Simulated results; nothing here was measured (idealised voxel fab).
process module | voxel capacitor over wiring
cross-section cut | 170 nm wide | cells 5 nm
A cross-section is a grid of square cells, given in bands from the top down. A band is one or more rows of cells.
Each band's line starts with the height of the band's top and of its bottom, in nm. Then come its materials from left to right, each with its width in nm. One material with "throughout" fills the band from edge to edge. "air" is empty space.
Height 0 is the level under which the wafer as received is all one material. The lowest band goes on downwards, as in "0 down".
A width such as "30 to 40" changes by the same amount from each row of cells to the next, from the band's top row to its bottom row.
"no change" after a step means that no cell of the cross-section changed.
closed voids: empty space of 8 cells or more with no open way to the top, each as width x height at its distance from the left edge, in nm
after a step's settings: what the simulator itself notes on the step
overlay nm, on a step with a mask: how far to the right of its planned place the mask lay; to the left if negative
plan
1 op RECEIVE | material Si
2 op CONFORMAL_DEP | material SiO2 | thk nm 10
3 op CONFORMAL_DEP | material SiCN | thk nm 5
4 op DIRECTIONAL_DEP | material SiO2 | thk nm 25
5 op DIRECTIONAL_DEP | material aC | thk nm 15
6 op PATTERN | tone open | mask id METAL_1 | material resist | width nm 30 | pitch nm 85 | thk nm 35 | overlay nm 0
7 op DIRECTIONAL_ETCH | etch materials aC | depth nm 15
8 op STRIP | etch materials resist
9 op DIRECTIONAL_ETCH | etch materials SiO2 | depth nm 25
10 op DIRECTIONAL_ETCH | etch materials SiCN | depth nm 5
11 op STRIP | etch materials aC
12 op CONFORMAL_DEP | material TiN | thk nm 5
13 op FILL_DEP | material Ru | thk nm 10
14 op CMP | height nm 40
15 op CONFORMAL_DEP | material SiCN | thk nm 5
16 op DIRECTIONAL_DEP | material lowk | thk nm 15
17 op PATTERN | tone open | mask id PLUG_1 | material resist | width nm 15 | thk nm 20 | overlay nm 0
18 op DIRECTIONAL_ETCH | etch materials lowk | depth nm 15
19 op DIRECTIONAL_ETCH | etch materials SiCN | depth nm 5
20 op STRIP | etch materials resist
21 op CONFORMAL_DEP | material TiN | thk nm 5
22 op FILL_DEP | material Cu | thk nm 5
23 op CMP | height nm 60
24 op DIRECTIONAL_DEP | material TiN | thk nm 5
25 op DIRECTIONAL_DEP | material Al2O3 | thk nm 5
26 op DIRECTIONAL_DEP | material TiN | thk nm 10
27 op PATTERN | tone cover | mask id UPPER_PLATE | material resist | width nm 60 | thk nm 20 | overlay nm 0
28 op DIRECTIONAL_ETCH | etch materials TiN | depth nm 10
29 op DIRECTIONAL_ETCH | etch materials Al2O3 | depth nm 5
30 op STRIP | etch materials resist
31 op DIRECTIONAL_DEP | material aC | thk nm 10
32 op PATTERN | tone cover | mask id LOWER_PLATE | material resist | width nm 70 | thk nm 25 | overlay nm 0
33 op DIRECTIONAL_ETCH | etch materials aC | depth nm 10
34 op STRIP | etch materials resist
35 op DIRECTIONAL_ETCH | etch materials TiN | depth nm 5
36 op STRIP | etch materials aC
37 op FILL_DEP | material SiO2 | thk nm 20
38 op CMP | height nm 95
39 op DIRECTIONAL_DEP | material aC | thk nm 15
40 op PATTERN | tone open | mask id PLUG_2 | material resist | width nm 15 | thk nm 35 | overlay nm 0
41 op DIRECTIONAL_ETCH | etch materials aC | depth nm 15
42 op STRIP | etch materials resist
43 op DIRECTIONAL_ETCH | etch materials SiO2 | depth nm 15
44 op STRIP | etch materials aC
45 op CONFORMAL_DEP | material TiN | thk nm 5
46 op FILL_DEP | material Cu | thk nm 5
47 op CMP | height nm 95
48 op CONFORMAL_DEP | material SiN | thk nm 5
first wafer, as planned
as received, after step 1
  0 down: Si throughout
  closed voids: none
after step 2
  10 to 0: SiO2 throughout
  below 0: unchanged
after step 3
  15 to 10: SiCN throughout
  below 10: unchanged
after step 4
  40 to 15: SiO2 throughout
  below 15: unchanged
after step 5
  55 to 40: aC throughout
  below 40: unchanged
after step 6
  90 to 55: resist 25 | air 30 | resist 55 | air 30 | resist 30
  below 55: unchanged
after step 7
  75 to 55: resist 25 | air 30 | resist 55 | air 30 | resist 30
  55 to 40: aC 25 | air 30 | aC 55 | air 30 | aC 30
  below 40: unchanged
after step 8
  55 to 40: aC 25 | air 30 | aC 55 | air 30 | aC 30
  below 40: unchanged
after step 9
  55 to 40: aC 25 | air 30 | aC 55 | air 30 | aC 30
  40 to 15: SiO2 25 | air 30 | SiO2 55 | air 30 | SiO2 30
  below 15: unchanged
after step 10
  55 to 40: aC 25 | air 30 | aC 55 | air 30 | aC 30
  40 to 15: SiO2 25 | air 30 | SiO2 55 | air 30 | SiO2 30
  15 to 10: SiCN 25 | air 30 | SiCN 55 | air 30 | SiCN 30
  below 10: unchanged
after step 11
  40 to 15: SiO2 25 | air 30 | SiO2 55 | air 30 | SiO2 30
  below 15: unchanged
after step 12
  45 to 40: TiN 30 | air 20 | TiN 65 | air 20 | TiN 35
  40 to 15: SiO2 25 | TiN 5 | air 20 | TiN 5 | SiO2 55 | TiN 5 | air 20 | TiN 5 | SiO2 30
  15 to 10: SiCN 25 | TiN 30 | SiCN 55 | TiN 30 | SiCN 30
  below 10: unchanged
after step 13
  55 to 45: Ru throughout
  45 to 40: TiN 30 | Ru 20 | TiN 65 | Ru 20 | TiN 35
  40 to 15: SiO2 25 | TiN 5 | Ru 20 | TiN 5 | SiO2 55 | TiN 5 | Ru 20 | TiN 5 | SiO2 30
  below 15: unchanged
after step 14
  40 to 15: SiO2 25 | TiN 5 | Ru 20 | TiN 5 | SiO2 55 | TiN 5 | Ru 20 | TiN 5 | SiO2 30
  below 15: unchanged
after step 15
  45 to 40: SiCN throughout
  below 40: unchanged
after step 16
  60 to 45: lowk throughout
  below 45: unchanged
after step 17
  80 to 60: resist 40 | air 15 | resist 115
  below 60: unchanged
after step 18
  80 to 60: resist 40 | air 15 | resist 115
  60 to 45: lowk 40 | air 15 | lowk 115
  below 45: unchanged
after step 19
  80 to 60: resist 40 | air 15 | resist 115
  60 to 45: lowk 40 | air 15 | lowk 115
  45 to 40: SiCN 40 | air 15 | SiCN 115
  below 40: unchanged
after step 20
  60 to 45: lowk 40 | air 15 | lowk 115
  below 45: unchanged
after step 21
  65 to 60: TiN 45 | air 5 | TiN 120
  60 to 45: lowk 40 | TiN 5 | air 5 | TiN 5 | lowk 115
  45 to 40: SiCN 40 | TiN 15 | SiCN 115
  below 40: unchanged
after step 22
  70 to 65: Cu throughout
  65 to 60: TiN 45 | Cu 5 | TiN 120
  60 to 45: lowk 40 | TiN 5 | Cu 5 | TiN 5 | lowk 115
  below 45: unchanged
after step 23
  60 to 45: lowk 40 | TiN 5 | Cu 5 | TiN 5 | lowk 115
  below 45: unchanged
after step 24
  65 to 60: TiN throughout
  below 60: unchanged
after step 25
  70 to 65: Al2O3 throughout
  below 65: unchanged
after step 26
  80 to 70: TiN throughout
  below 70: unchanged
after step 27
  100 to 80: air 40 | resist 60 | air 70
  below 80: unchanged
after step 28
  100 to 80: air 40 | resist 60 | air 70
  80 to 70: air 40 | TiN 60 | air 70
  below 70: unchanged
after step 29
  100 to 80: air 40 | resist 60 | air 70
  80 to 70: air 40 | TiN 60 | air 70
  70 to 65: air 40 | Al2O3 60 | air 70
  below 65: unchanged
after step 30
  80 to 70: air 40 | TiN 60 | air 70
  below 70: unchanged
after step 31
  90 to 80: air 40 | aC 60 | air 70
  80 to 75: air 40 | TiN 60 | air 70
  75 to 70: aC 40 | TiN 60 | aC 70
  70 to 65: aC 40 | Al2O3 60 | aC 70
  below 65: unchanged
after step 32
  115 to 90: air 35 | resist 70 | air 65
  90 to 80: air 35 | resist 5 | aC 60 | resist 5 | air 65
  80 to 75: air 35 | resist 5 | TiN 60 | resist 5 | air 65
  below 75: unchanged
after step 33
  105 to 90: air 35 | resist 70 | air 65
  90 to 80: air 35 | resist 5 | aC 60 | resist 5 | air 65
  80 to 75: air 35 | resist 5 | TiN 60 | resist 5 | air 65
  75 to 70: air 35 | aC 5 | TiN 60 | aC 5 | air 65
  70 to 65: air 35 | aC 5 | Al2O3 60 | aC 5 | air 65
  below 65: unchanged
after step 34
  90 to 80: air 40 | aC 60 | air 70
  80 to 75: air 40 | TiN 60 | air 70
  below 75: unchanged
after step 35
  90 to 80: air 40 | aC 60 | air 70
  80 to 75: air 40 | TiN 60 | air 70
  75 to 70: air 35 | aC 5 | TiN 60 | aC 5 | air 65
  70 to 65: air 35 | aC 5 | Al2O3 60 | aC 5 | air 65
  65 to 60: air 35 | TiN 70 | air 65
  below 60: unchanged
after step 36
  80 to 70: air 40 | TiN 60 | air 70
  70 to 65: air 40 | Al2O3 60 | air 70
  below 65: unchanged
after step 37
  100 to 80: SiO2 throughout
  80 to 70: SiO2 40 | TiN 60 | SiO2 70
  70 to 65: SiO2 40 | Al2O3 60 | SiO2 70
  65 to 60: SiO2 35 | TiN 70 | SiO2 65
  below 60: unchanged
after step 38
  95 to 80: SiO2 throughout
  below 80: unchanged
after step 39
  110 to 95: aC throughout
  below 95: unchanged
after step 40
  145 to 110: resist 50 | air 15 | resist 105
  below 110: unchanged
after step 41
  130 to 110: resist 50 | air 15 | resist 105
  110 to 95: aC 50 | air 15 | aC 105
  below 95: unchanged
after step 42
  110 to 95: aC 50 | air 15 | aC 105
  below 95: unchanged
after step 43
  110 to 95: aC 50 | air 15 | aC 105
  95 to 80: SiO2 50 | air 15 | SiO2 105
  below 80: unchanged
after step 44
  95 to 80: SiO2 50 | air 15 | SiO2 105
  below 80: unchanged
after step 45
  100 to 95: TiN 55 | air 5 | TiN 110
  95 to 85: SiO2 50 | TiN 5 | air 5 | TiN 5 | SiO2 105
  85 to 80: SiO2 50 | TiN 15 | SiO2 105
  below 80: unchanged
after step 46
  105 to 100: Cu throughout
  100 to 95: TiN 55 | Cu 5 | TiN 110
  95 to 85: SiO2 50 | TiN 5 | Cu 5 | TiN 5 | SiO2 105
  below 85: unchanged
after step 47
  95 to 85: SiO2 50 | TiN 5 | Cu 5 | TiN 5 | SiO2 105
  below 85: unchanged
after step 48
  100 to 95: SiN throughout
  below 95: unchanged
second wafer: like start, like plan, one mistake. Through step 31 it matches the first wafer
when step 32 should have ended
  115 to 90: air 25 | resist 70 | air 75
  90 to 80: air 25 | resist 15 | aC 60 | air 70
  80 to 75: air 25 | resist 15 | TiN 60 | air 70
  below 75: unchanged
when step 33 should have ended
  105 to 90: air 25 | resist 70 | air 75
  90 to 80: air 25 | resist 15 | aC 55 | air 75
  80 to 75: air 25 | resist 15 | TiN 60 | air 70
  75 to 70: air 25 | aC 15 | TiN 60 | air 70
  70 to 65: air 25 | aC 15 | Al2O3 60 | air 70
  below 65: unchanged
when step 34 should have ended
  90 to 80: air 40 | aC 55 | air 75
  80 to 75: air 40 | TiN 60 | air 70
  below 75: unchanged
when step 35 should have ended
  90 to 80: air 40 | aC 55 | air 75
  80 to 75: air 40 | TiN 55 | air 75
  75 to 70: air 25 | aC 15 | TiN 60 | air 70
  70 to 65: air 25 | aC 15 | Al2O3 60 | air 70
  65 to 60: air 25 | TiN 75 | air 70
  below 60: unchanged
when step 36 should have ended
  80 to 70: air 40 | TiN 55 to 60 | air 75 to 70
  70 to 65: air 40 | Al2O3 60 | air 70
  below 65: unchanged
when step 37 should have ended
  100 to 80: SiO2 throughout
  80 to 70: SiO2 40 | TiN 55 to 60 | SiO2 75 to 70
  70 to 65: SiO2 40 | Al2O3 60 | SiO2 70
  65 to 60: SiO2 25 | TiN 75 | SiO2 70
  below 60: unchanged
when step 38 should have ended
  95 to 80: SiO2 throughout
  below 80: unchanged
when step 39 should have ended
  110 to 95: aC throughout
  below 95: unchanged
when step 40 should have ended
  145 to 110: resist 50 | air 15 | resist 105
  below 110: unchanged
when step 41 should have ended
  130 to 110: resist 50 | air 15 | resist 105
  110 to 95: aC 50 | air 15 | aC 105
  below 95: unchanged
when step 42 should have ended
  110 to 95: aC 50 | air 15 | aC 105
  below 95: unchanged
when step 43 should have ended
  110 to 95: aC 50 | air 15 | aC 105
  95 to 80: SiO2 50 | air 15 | SiO2 105
  below 80: unchanged
when step 44 should have ended
  95 to 80: SiO2 50 | air 15 | SiO2 105
  below 80: unchanged
when step 45 should have ended
  100 to 95: TiN 55 | air 5 | TiN 110
  95 to 85: SiO2 50 | TiN 5 | air 5 | TiN 5 | SiO2 105
  85 to 75: SiO2 50 to 40 | TiN 15 to 55 | SiO2 105 to 75
  below 75: unchanged
when step 46 should have ended
  105 to 100: Cu throughout
  100 to 95: TiN 55 | Cu 5 | TiN 110
  95 to 85: SiO2 50 | TiN 5 | Cu 5 | TiN 5 | SiO2 105
  below 85: unchanged
when step 47 should have ended
  95 to 85: SiO2 50 | TiN 5 | Cu 5 | TiN 5 | SiO2 105
  below 85: unchanged
when step 48 should have ended
  100 to 95: SiN throughout
  below 95: unchanged
what went wrong: step 32 ran as: op PATTERN | tone cover | mask id LOWER_PLATE | material resist | width nm 70 | thk nm 25 | overlay nm -10
at the end the second wafer has, in cells: as many of each material as the first, in other places
